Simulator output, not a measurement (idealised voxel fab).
Process module name: voxel transistor to metal
Each square cell in cross-section cut measures 5 nm, and the section as a whole is 300 nm wide.
A cross-section in this document is a grid of square cells, and it is written down as bands, the top band listed before the ones below it; a band is made up of one or more rows of cells.
Within each band entry, the heights of the top and of the bottom of the band appear first, in that order and in nm; the materials of the band then follow from left to right, each with its corresponding width in nm. The designation "edge to edge" on a single material indicates that it fills the band from edge to edge; the designation "blank" indicates empty space.
Zero point of the height axis is 0; under it, received wafer = one material. Lowest band: continues down indefinitely, "from 0 down".
Width "30 to 40": first value at the band's top row of cells, second value at its bottom row, equal change from row to row.
"all unchanged" for a step: no cell of the cross-section changed in that step.
Under "Closed void roster" you'll find the enclosed gaps, the ones with no way out to the top, that are 8 cells or bigger; each reads width x height at distance, with distance counted from the left edge, everything in nm.
Note: text after step settings on the step line = simulator remark on that step.
overlay nm: mask offset rightward from planned place, masked step; negative means leftward offset.

PROCESS STEPS FORESEEN IN THE PLAN
step 1: RECEIVE (material Si)
step 2: OXIDIZE (depth nm 5)
step 3: CONFORMAL_DEP (material SiN; thk nm 10)
step 4: DIRECTIONAL_DEP (material aC; thk nm 15)
step 5: PATTERN (tone cover; mask id ACTIVE; material resist; width nm 105; pitch nm 135; thk nm 35; overlay nm 0)
step 6: DIRECTIONAL_ETCH (etch materials aC; depth nm 15)
step 7: STRIP (etch materials resist)
step 8: DIRECTIONAL_ETCH (etch materials SiN; depth nm 10)
step 9: DIRECTIONAL_ETCH (etch materials SiO2; depth nm 5)
step 10: DIRECTIONAL_ETCH (etch materials Si; depth nm 30)
step 11: STRIP (etch materials aC)
step 12: FILL_DEP (material SiO2; thk nm 15)
step 13: CMP (height nm 10)
step 14: SELECTIVE_ETCH (etch materials SiO2; depth nm 10)
step 15: STRIP (etch materials SiN)
step 16: SELECTIVE_ETCH (etch materials SiO2; depth nm 5)
step 17: OXIDIZE (depth nm 5)
step 18: DIRECTIONAL_DEP (material polySi; thk nm 25)
step 19: DIRECTIONAL_DEP (material SiCN; thk nm 15)
step 20: MASKED_ETCH (tone cover; mask id GATE; width nm 25; pitch nm 135; etch materials SiCN; depth nm 25; overlay nm 0)
step 21: MASKED_ETCH (tone cover; mask id GATE; width nm 25; pitch nm 135; etch materials polySi; depth nm 35; overlay nm 0)
step 22: CONFORMAL_DEP (material SiN; thk nm 5)
step 23: DIRECTIONAL_ETCH (etch materials SiN; depth nm 5)
step 24: DIRECTIONAL_ETCH (etch materials SiO2; depth nm 5)
step 25: DIRECTIONAL_ETCH (etch materials Si; depth nm 15)
step 26: EPI (material SiGe; thk nm 15)
step 27: FILL_DEP (material SiO2; thk nm 10)
step 28: CMP (height nm 20)
step 29: STRIP (etch materials polySi)
step 30: SELECTIVE_ETCH (etch materials SiO2; depth nm 5)
step 31: CONFORMAL_DEP (material HfO2; thk nm 5)
step 32: CONFORMAL_DEP (material TiN; thk nm 5)
step 33: FILL_DEP (material W; thk nm 5)
step 34: CMP (height nm 15)
step 35: DIRECTIONAL_DEP (material SiO2; thk nm 10)
step 36: DIRECTIONAL_DEP (material aC; thk nm 10)
step 37: PATTERN (tone open; mask id CONTACT; material resist; width nm 15; thk nm 25; overlay nm 0)
step 38: DIRECTIONAL_ETCH (etch materials aC; depth nm 10)
step 39: STRIP (etch materials resist)
step 40: DIRECTIONAL_ETCH (etch materials SiO2; depth nm 35)
step 41: STRIP (etch materials aC)
step 42: CONFORMAL_DEP (material TiN; thk nm 5)
step 43: FILL_DEP (material W; thk nm 10)
step 44: CMP (height nm 25)
step 45: CONFORMAL_DEP (material SiN; thk nm 5)
step 46: DIRECTIONAL_DEP (material lowk; thk nm 20)
step 47: MASKED_ETCH (tone open; mask id METAL_1; width nm 15; etch materials lowk; depth nm 20; overlay nm 0)
step 48: MASKED_ETCH (tone open; mask id METAL_1; width nm 15; etch materials SiN; depth nm 5; overlay nm 0)
step 49: CONFORMAL_DEP (material TiN; thk nm 5)
step 50: FILL_DEP (material W; thk nm 5)
step 51: CMP (height nm 50)
step 52: CONFORMAL_DEP (material SiCN; thk nm 5)
step 53: DIRECTIONAL_DEP (material lowk; thk nm 30)
step 54: PATTERN (tone open; mask id METAL_2; material resist; width nm 15; pitch nm 135; thk nm 20; overlay nm 0)
step 55: DIRECTIONAL_ETCH (etch materials lowk; depth nm 20)
step 56: STRIP (etch materials resist)
step 57: PATTERN (tone open; mask id METAL_2_HOLES; material resist; width nm 15; pitch nm 135; thk nm 20; overlay nm 0)
step 58: DIRECTIONAL_ETCH (etch materials lowk; depth nm 10)
step 59: DIRECTIONAL_ETCH (etch materials SiCN; depth nm 5)
step 60: STRIP (etch materials resist)
step 61: CONFORMAL_DEP (material TiN; thk nm 5)
step 62: FILL_DEP (material Ru; thk nm 5)
step 63: CMP (height nm 85)
step 64: CONFORMAL_DEP (material SiCN; thk nm 5)

SO THIS IS THE INCOMING WAFER IN CROSS-SECTION - IT'S ALREADY BEEN THROUGH STEP 1
* from 0 down  Si edge to edge
* Closed void roster: none

SAME STARTING WAFER, SAME PLAN AS ABOVE, ONE MISTAKE IN THE EXECUTION; THIS IS THE CROSS-SECTION AT THE END OF THE MODULE
* from 90 to 85  SiCN edge to edge
* from 85 to 55  lowk: 35; TiN: 5; Ru: 5; TiN: 5; lowk: 120; TiN: 5; Ru: 5; TiN: 5; lowk: 115
* from 55 to 50  SiCN: 35; TiN: 15; SiCN: 120; TiN: 15; SiCN: 115
* from 50 to 30  lowk: 35; TiN: 5; W: 5; TiN: 5; lowk: 65; TiN: 5; W: 5; TiN: 5; lowk: 40; TiN: 5; W: 5; TiN: 5; lowk: 65; TiN: 5; W: 5; TiN: 5; lowk: 35
* from 30 to 25  SiN: 35; TiN: 15; SiN: 65; TiN: 15; SiN: 40; TiN: 15; SiN: 65; TiN: 15; SiN: 35
* from 25 to 15  SiO2: 35; TiN: 5; W: 5; TiN: 5; SiO2: 65; TiN: 5; W: 5; TiN: 5; SiO2: 40; TiN: 5; W: 5; TiN: 5; SiO2: 65; TiN: 5; W: 5; TiN: 5; SiO2: 35
* from 15 to 5  SiO2: 35; TiN: 5; W: 5; TiN: 5; SiO2: 15; SiN: 5; HfO2: 5; TiN: 5; W: 5; TiN: 5; HfO2: 5; SiN: 5; SiO2: 15; TiN: 5; W: 5; TiN: 5; SiO2: 40; TiN: 5; W: 5; TiN: 5; SiO2: 15; SiN: 5; HfO2: 5; TiN: 5; W: 5; TiN: 5; HfO2: 5; SiN: 5; SiO2: 15; TiN: 5; W: 5; TiN: 5; SiO2: 35
* from 5 to 0  SiO2: 35; TiN: 5; W: 5; TiN: 5; SiGe: 15; SiN: 5; HfO2: 5; TiN: 5; W: 5; TiN: 5; HfO2: 5; SiN: 5; SiGe: 15; TiN: 5; W: 5; TiN: 5; SiO2: 40; TiN: 5; W: 5; TiN: 5; SiGe: 15; SiN: 5; HfO2: 5; TiN: 5; W: 5; TiN: 5; HfO2: 5; SiN: 5; SiGe: 15; TiN: 5; W: 5; TiN: 5; SiO2: 35
* from 0 to -5  SiO2: 35; TiN: 5; W: 5; TiN: 5; SiGe: 15; SiN: 5; HfO2: 5; TiN: 15; HfO2: 5; SiN: 5; SiGe: 15; TiN: 5; W: 5; TiN: 5; SiO2: 40; TiN: 5; W: 5; TiN: 5; SiGe: 15; SiN: 5; HfO2: 5; TiN: 15; HfO2: 5; SiN: 5; SiGe: 15; TiN: 5; W: 5; TiN: 5; SiO2: 35
* from -5 to -10  SiO2: 35; TiN: 15; SiGe: 15; HfO2: 35; SiGe: 15; TiN: 15; SiO2: 40; TiN: 15; SiGe: 15; HfO2: 35; SiGe: 15; TiN: 15; SiO2: 35
* from -10 to -20  SiO2: 50; SiGe: 15; Si: 35; SiGe: 15; SiO2: 70; SiGe: 15; Si: 35; SiGe: 15; SiO2: 50
* from -20 to -25  SiO2: 30; SiGe: 15; SiO2: 5; SiGe: 15; Si: 35; SiGe: 15; SiO2: 5; SiGe: 15; SiO2: 30; SiGe: 15; SiO2: 5; SiGe: 15; Si: 35; SiGe: 15; SiO2: 5; SiGe: 15; SiO2: 30
* from -25 to -35  SiO2: 30; SiGe: 35; Si: 35; SiGe: 35; SiO2: 30; SiGe: 35; Si: 35; SiGe: 35; SiO2: 30
* from -35 to -40  Si: 30; SiGe: 35; Si: 35; SiGe: 35; Si: 30; SiGe: 35; Si: 35; SiGe: 35; Si: 30
* from -40 down  Si edge to edge
* Closed void roster: none
The mistake made against the process plan was this: in the plan, step 25 was performed twice
